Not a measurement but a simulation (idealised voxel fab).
Process module heading - voxel wiring stack
We display cut, a cross-section 210 nm in width whose square cells are each 5 nm.
Cross-section, as written here: a square-cell grid given band by band from the top down, where a band holds one or more rows of cells.
Per band: top height and bottom height in nm, followed by the left-to-right materials and their widths in nm; "edge to edge" marks a single material spanning edge to edge, "air" marks empty space.
Below 0: as-received wafer, all one material; heights counted from there. Lowest band: no bottom, goes on down, written "0 down".
The notation "30 to 40" denotes a width that varies across the rows of cells in the band, beginning at the first number in the top row, finishing at the second number in the bottom row, and changing by an identical amount from each row to the next.
"nothing changed" after a step means that no cell of the cross-section changed.
Enclosed voids (no open way to top), threshold 8 cells or more, entry "Internal closed voids", notation width x height at distance, distance from left edge, nm.
On a step's line, text after the settings is the simulator commenting on that step.
overlay nm: how far to the right of its planned place the mask lay on this masked step (negative: to the left).
Pairs follow: section before one process step, section after it down to the lowest changed band, step with settings underneath. Pairs may come from different runs of this module on the same starting wafer; continuity with the pair above only as stated in the "before" entry.

## before
185 to 160 | 55 resist / 20 air / 20 resist / 20 air / 20 resist / 20 air / 55 resist
160 to 150 | 55 aC / 15 air / 25 aC / 15 air / 25 aC / 15 air / 60 aC
150 to 125 | 55 lowk / 15 air / 25 lowk / 15 air / 25 lowk / 15 air / 60 lowk
125 to 115 | 55 lowk / 15 aC / 25 lowk / 15 aC / 25 lowk / 15 aC / 60 lowk
115 to 110 | SiCN edge to edge
110 to 95 | 55 SiO2 / 5 TiN / 10 Cu / 5 TiN / 20 SiO2 / 5 TiN / 10 Cu / 5 TiN / 20 SiO2 / 5 TiN / 10 Cu / 5 TiN / 55 SiO2
95 to 90 | 55 SiO2 / 20 TiN / 20 SiO2 / 20 TiN / 20 SiO2 / 20 TiN / 55 SiO2
90 to 85 | W edge to edge
85 to 75 | 55 lowk / 5 TiN / 5 Cu / 5 TiN / 65 lowk / 5 TiN / 5 Cu / 5 TiN / 60 lowk
75 to 70 | 55 SiCN / 15 TiN / 65 SiCN / 15 TiN / 60 SiCN
70 to 60 | 55 lowk / 5 TiN / 10 Cu / 5 TiN / 20 lowk / 5 TiN / 10 Cu / 5 TiN / 20 lowk / 5 TiN / 10 Cu / 5 TiN / 55 lowk
60 to 55 | 55 lowk / 5 TiN / 5 Cu / 10 TiN / 20 lowk / 20 TiN / 20 lowk / 5 TiN / 5 Cu / 10 TiN / 55 lowk
55 to 45 | 55 lowk / 5 TiN / 5 Cu / 5 TiN / 65 lowk / 5 TiN / 5 Cu / 5 TiN / 60 lowk
45 to 40 | 55 SiCN / 15 TiN / 65 SiCN / 15 TiN / 60 SiCN
40 to 20 | 50 lowk / 5 SiN / 20 W / 5 SiN / 10 lowk / 5 SiN / 20 W / 5 SiN / 10 lowk / 5 SiN / 20 W / 5 SiN / 50 lowk
20 to 15 | 55 SiN / 20 TiN / 20 SiN / 20 TiN / 20 SiN / 20 TiN / 55 SiN
15 to 0 | SiO2 edge to edge
0 down | Si edge to edge
Internal closed voids: none

## Result of Step
175 to 160 | 55 resist / 20 air / 20 resist / 20 air / 20 resist / 20 air / 55 resist
160 to 150 | 55 aC / 20 air / 20 aC / 20 air / 20 aC / 20 air / 55 aC
150 to 115 | 55 lowk / 15 air / 25 lowk / 15 air / 25 lowk / 15 air / 60 lowk
Nothing below the height 115 has changed.
Internal closed voids: none
Applied between the two views above: op DIRECTIONAL_ETCH | etch materials aC | depth nm 10

before: this step begins from the cross-section that the pair just above shows after its step.

## Result of Step
160 to 150 | 55 aC / 20 air / 20 aC / 20 air / 20 aC / 20 air / 55 aC
Nothing below the height 150 has changed.
Internal closed voids: none
Applied between the two views above: op STRIP | etch materials resist

before: this step begins from the cross-section that the pair just above shows after its step.

## Result of Step
160 to 150 | 55 aC / 20 air / 20 aC / 20 air / 20 aC / 20 air / 55 aC
150 to 130 | 55 lowk / 20 air / 20 lowk / 20 air / 20 lowk / 20 air / 55 lowk
Nothing below the height 130 has changed.
Internal closed voids: none
Applied between the two views above: op DIRECTIONAL_ETCH | etch materials lowk | depth nm 20

before: this step begins from the cross-section that the pair just above shows after its step.

## Result of Step
160 to 150 | 55 aC / 20 air / 20 aC / 20 air / 20 aC / 20 air / 55 aC
150 to 130 | 55 lowk / 20 air / 20 lowk / 20 air / 20 lowk / 20 air / 55 lowk
130 to 115 | 55 lowk / 15 air / 25 lowk / 15 air / 25 lowk / 15 air / 60 lowk
115 to 110 | 55 SiCN / 15 air / 25 SiCN / 15 air / 25 SiCN / 15 air / 60 SiCN
Nothing below the height 110 has changed.
Internal closed voids: none
Applied between the two views above: op DIRECTIONAL_ETCH | etch materials SiCN | depth nm 5

before: this step begins from the cross-section that the pair just above shows after its step.

## Result of Step
150 to 130 | 55 lowk / 20 air / 20 lowk / 20 air / 20 lowk / 20 air / 55 lowk
Nothing below the height 130 has changed.
Internal closed voids: none
Applied between the two views above: op STRIP | etch materials aC

before: this step begins from the cross-section that the pair just above shows after its step.

## Result of Step
155 to 150 | 60 TiN / 10 air / 30 TiN / 10 air / 30 TiN / 10 air / 60 TiN
150 to 135 | 55 lowk / 5 TiN / 10 air / 5 TiN / 20 lowk / 5 TiN / 10 air / 5 TiN / 20 lowk / 5 TiN / 10 air / 5 TiN / 55 lowk
135 to 130 | 55 lowk / 5 TiN / 5 air / 10 TiN / 20 lowk / 5 TiN / 5 air / 10 TiN / 20 lowk / 5 TiN / 5 air / 10 TiN / 55 lowk
130 to 115 | 55 lowk / 5 TiN / 5 air / 5 TiN / 25 lowk / 5 TiN / 5 air / 5 TiN / 25 lowk / 5 TiN / 5 air / 5 TiN / 60 lowk
115 to 110 | 55 SiCN / 15 TiN / 25 SiCN / 15 TiN / 25 SiCN / 15 TiN / 60 SiCN
Nothing below the height 110 has changed.
Internal closed voids: none
Applied between the two views above: op CONFORMAL_DEP | material TiN | thk nm 5

before: this step begins from the cross-section that the pair just above shows after its step.

## Result of Step
165 to 155 | Ru edge to edge
155 to 150 | 60 TiN / 10 Ru / 30 TiN / 10 Ru / 30 TiN / 10 Ru / 60 TiN
150 to 135 | 55 lowk / 5 TiN / 10 Ru / 5 TiN / 20 lowk / 5 TiN / 10 Ru / 5 TiN / 20 lowk / 5 TiN / 10 Ru / 5 TiN / 55 lowk
135 to 130 | 55 lowk / 5 TiN / 5 Ru / 10 TiN / 20 lowk / 5 TiN / 5 Ru / 10 TiN / 20 lowk / 5 TiN / 5 Ru / 10 TiN / 55 lowk
130 to 115 | 55 lowk / 5 TiN / 5 Ru / 5 TiN / 25 lowk / 5 TiN / 5 Ru / 5 TiN / 25 lowk / 5 TiN / 5 Ru / 5 TiN / 60 lowk
Nothing below the height 115 has changed.
Internal closed voids: none
Applied between the two views above: op FILL_DEP | material Ru | thk nm 10

before: this step begins from the cross-section that the pair just above shows after its step.

## Result of Step
150 to 135 | 55 lowk / 5 TiN / 10 Ru / 5 TiN / 20 lowk / 5 TiN / 10 Ru / 5 TiN / 20 lowk / 5 TiN / 10 Ru / 5 TiN / 55 lowk
Nothing below the height 135 has changed.
Internal closed voids: none
Applied between the two views above: op CMP | height nm 150

before: this step begins from the cross-section that the pair just above shows after its step.

## Result of Step
155 to 150 | SiN edge to edge
Nothing below the height 150 has changed.
Internal closed voids: none
Applied between the two views above: op CONFORMAL_DEP | material SiN | thk nm 5

## before
160 to 150 | 55 aC / 15 air / 25 aC / 15 air / 25 aC / 15 air / 60 aC
150 to 125 | 55 lowk / 15 air / 25 lowk / 15 air / 25 lowk / 15 air / 60 lowk
125 to 115 | 55 lowk / 15 aC / 25 lowk / 15 aC / 25 lowk / 15 aC / 60 lowk
115 to 110 | SiCN edge to edge
110 to 90 | 55 SiO2 / 5 TiN / 10 Cu / 5 TiN / 20 SiO2 / 5 TiN / 10 Cu / 5 TiN / 20 SiO2 / 5 TiN / 10 Cu / 5 TiN / 55 SiO2
90 to 85 | 55 SiN / 20 TiN / 20 SiN / 20 TiN / 20 SiN / 20 TiN / 55 SiN
85 to 75 | 55 lowk / 5 TiN / 5 Cu / 5 TiN / 65 lowk / 5 TiN / 5 Cu / 5 TiN / 60 lowk
75 to 70 | 55 SiCN / 15 TiN / 65 SiCN / 15 TiN / 60 SiCN
70 to 60 | 55 lowk / 5 TiN / 10 Cu / 5 TiN / 20 lowk / 5 TiN / 10 Cu / 5 TiN / 20 lowk / 5 TiN / 10 Cu / 5 TiN / 55 lowk
60 to 55 | 55 lowk / 5 TiN / 5 Cu / 10 TiN / 20 lowk / 20 TiN / 20 lowk / 5 TiN / 5 Cu / 10 TiN / 55 lowk
55 to 45 | 55 lowk / 5 TiN / 5 Cu / 5 TiN / 65 lowk / 5 TiN / 5 Cu / 5 TiN / 60 lowk
45 to 40 | 55 SiCN / 15 TiN / 65 SiCN / 15 TiN / 60 SiCN
40 to 20 | 50 lowk / 5 SiN / 20 W / 5 SiN / 10 lowk / 5 SiN / 20 W / 5 SiN / 10 lowk / 5 SiN / 20 W / 5 SiN / 50 lowk
20 to 15 | 55 SiN / 20 TiN / 20 SiN / 20 TiN / 20 SiN / 20 TiN / 55 SiN
15 to 0 | SiO2 edge to edge
0 down | Si edge to edge
Internal closed voids: none

## Result of Step
185 to 160 | 55 air / 20 resist / 20 air / 20 resist / 20 air / 20 resist / 55 air
160 to 150 | 55 aC / 15 resist / 25 aC / 15 resist / 25 aC / 15 resist / 60 aC
150 to 125 | 55 lowk / 15 resist / 25 lowk / 15 resist / 25 lowk / 15 resist / 60 lowk
Nothing below the height 125 has changed.
Internal closed voids: none
Applied between the two views above: op PATTERN | tone cover | mask id METAL_4 | material resist | width nm 20 | pitch nm 40 | thk nm 25 | overlay nm 0

before: this step begins from the cross-section that the pair just above shows after its step.

## Result of Step
175 to 160 | 55 air / 20 resist / 20 air / 20 resist / 20 air / 20 resist / 55 air
160 to 150 | 55 air / 15 resist / 5 aC / 20 air / 15 resist / 5 aC / 20 air / 15 resist / 5 aC / 55 air
Nothing below the height 150 has changed.
Internal closed voids: none
Applied between the two views above: op DIRECTIONAL_ETCH | etch materials aC | depth nm 10

before: this step begins from the cross-section that the pair just above shows after its step.

## Result of Step
160 to 150 | 70 air / 5 aC / 35 air / 5 aC / 35 air / 5 aC / 55 air
150 to 125 | 55 lowk / 15 air / 25 lowk / 15 air / 25 lowk / 15 air / 60 lowk
Nothing below the height 125 has changed.
Internal closed voids: none
Applied between the two views above: op STRIP | etch materials resist

before: this step begins from the cross-section that the pair just above shows after its step.

## Result of Step
160 to 150 | 70 air / 5 aC / 35 air / 5 aC / 35 air / 5 aC / 55 air
150 to 130 | 70 air / 5 lowk / 35 air / 5 lowk / 35 air / 5 lowk / 55 air
Nothing below the height 130 has changed.
Internal closed voids: none
Applied between the two views above: op DIRECTIONAL_ETCH | etch materials lowk | depth nm 20

before: this step begins from the cross-section that the pair just above shows after its step.

## Result of Step
150 to 130 | 70 air / 5 lowk / 35 air / 5 lowk / 35 air / 5 lowk / 55 air
130 to 115 | 55 lowk / 15 air / 25 lowk / 15 air / 25 lowk / 15 air / 60 lowk
Nothing below the height 115 has changed.
Internal closed voids: none
Applied between the two views above: op STRIP | etch materials aC

before: this step begins from the cross-section that the pair just above shows after its step.

## Result of Step
155 to 150 | 65 air / 15 TiN / 25 air / 15 TiN / 25 air / 15 TiN / 50 air
150 to 135 | 65 air / 5 TiN / 5 lowk / 5 TiN / 25 air / 5 TiN / 5 lowk / 5 TiN / 25 air / 5 TiN / 5 lowk / 5 TiN / 50 air
135 to 130 | 60 TiN / 5 air / 5 TiN / 5 lowk / 25 TiN / 5 air / 5 TiN / 5 lowk / 25 TiN / 5 air / 5 TiN / 5 lowk / 55 TiN
130 to 120 | 55 lowk / 5 TiN / 5 air / 5 TiN / 25 lowk / 5 TiN / 5 air / 5 TiN / 25 lowk / 5 TiN / 5 air / 5 TiN / 60 lowk
120 to 115 | 55 lowk / 15 TiN / 25 lowk / 15 TiN / 25 lowk / 15 TiN / 60 lowk
Nothing below the height 115 has changed.
Internal closed voids: none
Applied between the two views above: op CONFORMAL_DEP | material TiN | thk nm 5

before: this step begins from the cross-section that the pair just above shows after its step.

## Result of Step
165 to 155 | Ru edge to edge
155 to 150 | 65 Ru / 15 TiN / 25 Ru / 15 TiN / 25 Ru / 15 TiN / 50 Ru
150 to 135 | 65 Ru / 5 TiN / 5 lowk / 5 TiN / 25 Ru / 5 TiN / 5 lowk / 5 TiN / 25 Ru / 5 TiN / 5 lowk / 5 TiN / 50 Ru
135 to 130 | 60 TiN / 5 Ru / 5 TiN / 5 lowk / 25 TiN / 5 Ru / 5 TiN / 5 lowk / 25 TiN / 5 Ru / 5 TiN / 5 lowk / 55 TiN
130 to 120 | 55 lowk / 5 TiN / 5 Ru / 5 TiN / 25 lowk / 5 TiN / 5 Ru / 5 TiN / 25 lowk / 5 TiN / 5 Ru / 5 TiN / 60 lowk
Nothing below the height 120 has changed.
Internal closed voids: none
Applied between the two views above: op FILL_DEP | material Ru | thk nm 10

before: this step begins from the cross-section that the pair just above shows after its step.

## Result of Step
150 to 135 | 65 Ru / 5 TiN / 5 lowk / 5 TiN / 25 Ru / 5 TiN / 5 lowk / 5 TiN / 25 Ru / 5 TiN / 5 lowk / 5 TiN / 50 Ru
Nothing below the height 135 has changed.
Internal closed voids: none
Applied between the two views above: op CMP | height nm 150

before: this step begins from the cross-section that the pair just above shows after its step.

## Result of Step
155 to 150 | SiN edge to edge
Nothing below the height 150 has changed.
Internal closed voids: none
Applied between the two views above: op CONFORMAL_DEP | material SiN | thk nm 5
